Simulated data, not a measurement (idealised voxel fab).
process module | voxel capacitor over wiring
cross-section cut | 255 nm wide | cells 5 nm
A cross-section is a grid of square cells, given in bands from the top down. A band is one or more rows of cells.
Each band's line starts with the height of the band's top and of its bottom, in nm. Then come its materials from left to right, each with its width in nm. One material with "throughout" fills the band from edge to edge. "air" is empty space.
Height 0 is the level under which the wafer as received is all one material. The lowest band goes on downwards, as in "0 down".
A width such as "30 to 40" changes by the same amount from each row of cells to the next, from the band's top row to its bottom row.
"no change" after a step means that no cell of the cross-section changed.
closed voids: empty space of 8 cells or more with no open way to the top, each as width x height at its distance from the left edge, in nm
after a step's settings: what the simulator itself notes on the step
overlay nm, on a step with a mask: how far to the right of its planned place the mask lay; to the left if negative
plan
1 op RECEIVE | material Si
2 op CONFORMAL_DEP | material SiO2 | thk nm 15
3 op DIRECTIONAL_DEP | material TiN | thk nm 5
4 op DIRECTIONAL_DEP | material Ru | thk nm 25
5 op MASKED_ETCH | tone cover | mask id METAL_1 | width nm 20 | pitch nm 85 | etch materials Ru | depth nm 25 | overlay nm 0
6 op MASKED_ETCH | tone cover | mask id METAL_1 | width nm 20 | pitch nm 85 | etch materials TiN | depth nm 5 | overlay nm 0
7 op FILL_DEP | material SiO2 | thk nm 10
8 op CMP | height nm 45
9 op CONFORMAL_DEP | material SiCN | thk nm 5
10 op DIRECTIONAL_DEP | material SiO2 | thk nm 20
11 op DIRECTIONAL_DEP | material aC | thk nm 10
12 op PATTERN | tone open | mask id PLUG_1 | material resist | width nm 15 | thk nm 30 | overlay nm 0
13 op DIRECTIONAL_ETCH | etch materials aC | depth nm 10
14 op STRIP | etch materials resist
15 op DIRECTIONAL_ETCH | etch materials SiO2 | depth nm 20
16 op DIRECTIONAL_ETCH | etch materials SiCN | depth nm 5
17 op STRIP | etch materials aC
18 op EPI | material Ru | thk nm 10
19 op EPI | material Ru | thk nm 10
20 op EPI | material Ru | thk nm 5
21 op DIRECTIONAL_DEP | material TiN | thk nm 5
22 op DIRECTIONAL_DEP | material HfO2 | thk nm 5
23 op DIRECTIONAL_DEP | material TiN | thk nm 5
24 op MASKED_ETCH | tone cover | mask id UPPER_PLATE | width nm 70 | etch materials TiN | depth nm 5 | overlay nm 0
25 op MASKED_ETCH | tone cover | mask id UPPER_PLATE | width nm 70 | etch materials HfO2 | depth nm 5 | overlay nm 0
26 op MASKED_ETCH | tone cover | mask id LOWER_PLATE | width nm 80 | etch materials TiN | depth nm 5 | overlay nm 0
27 op FILL_DEP | material SiO2 | thk nm 15
28 op CMP | height nm 95
29 op PATTERN | tone open | mask id PLUG_2 | material resist | width nm 15 | thk nm 15 | overlay nm 0
30 op DIRECTIONAL_ETCH | etch materials SiO2 | depth nm 10
31 op STRIP | etch materials resist
32 op CONFORMAL_DEP | material TiN | thk nm 5
33 op FILL_DEP | material Ru | thk nm 10
34 op CMP | height nm 95
35 op CONFORMAL_DEP | material SiCN | thk nm 5
as received, after step 1
  0 down: Si throughout
  closed voids: none
first wafer at the end, as planned
  100 to 95: SiCN throughout
  95 to 90: SiO2 90 | TiN 5 | Ru 5 | TiN 5 | SiO2 150
  90 to 80: SiO2 90 to 80 | TiN 15 to 70 | SiO2 150 to 105
  80 to 75: SiO2 80 | HfO2 70 | SiO2 105
  75 to 70: SiO2 75 | TiN 80 | SiO2 100
  70 to 50: SiO2 80 | Ru 15 | SiO2 160
  50 to 45: SiCN 80 | Ru 15 | SiCN 160
  45 to 20: SiO2 75 | Ru 20 | SiO2 65 | Ru 20 | SiO2 75
  20 to 15: SiO2 75 | TiN 20 | SiO2 65 | TiN 20 | SiO2 75
  15 to 0: SiO2 throughout
  0 down: Si throughout
  closed voids: none
second wafer at the end: like start, like plan, one mistake
  100 to 95: SiCN throughout
  95 to 90: SiO2 80 | TiN 25 | SiO2 150
  90 to 85: SiO2 80 | HfO2 25 | SiO2 150
  85 to 80: SiO2 75 | TiN 75 | SiO2 105
  80 to 75: SiO2 70 | Ru 35 | HfO2 45 | SiO2 105
  75 to 70: SiO2 70 | Ru 35 | TiN 50 | SiO2 100
  70 to 50: SiO2 80 | Ru 15 | SiO2 160
  50 to 45: SiCN 80 | Ru 15 | SiCN 160
  45 to 20: SiO2 75 | Ru 20 | SiO2 65 | Ru 20 | SiO2 75
  20 to 15: SiO2 75 | TiN 20 | SiO2 65 | TiN 20 | SiO2 75
  15 to 0: SiO2 throughout
  0 down: Si throughout
  closed voids: none
what went wrong: one of the steps 18 and 19, which are alike, was run twice
at the end the second wafer has, in cells: 13 more of Ru | 8 fewer of SiO2 | 5 fewer of TiN
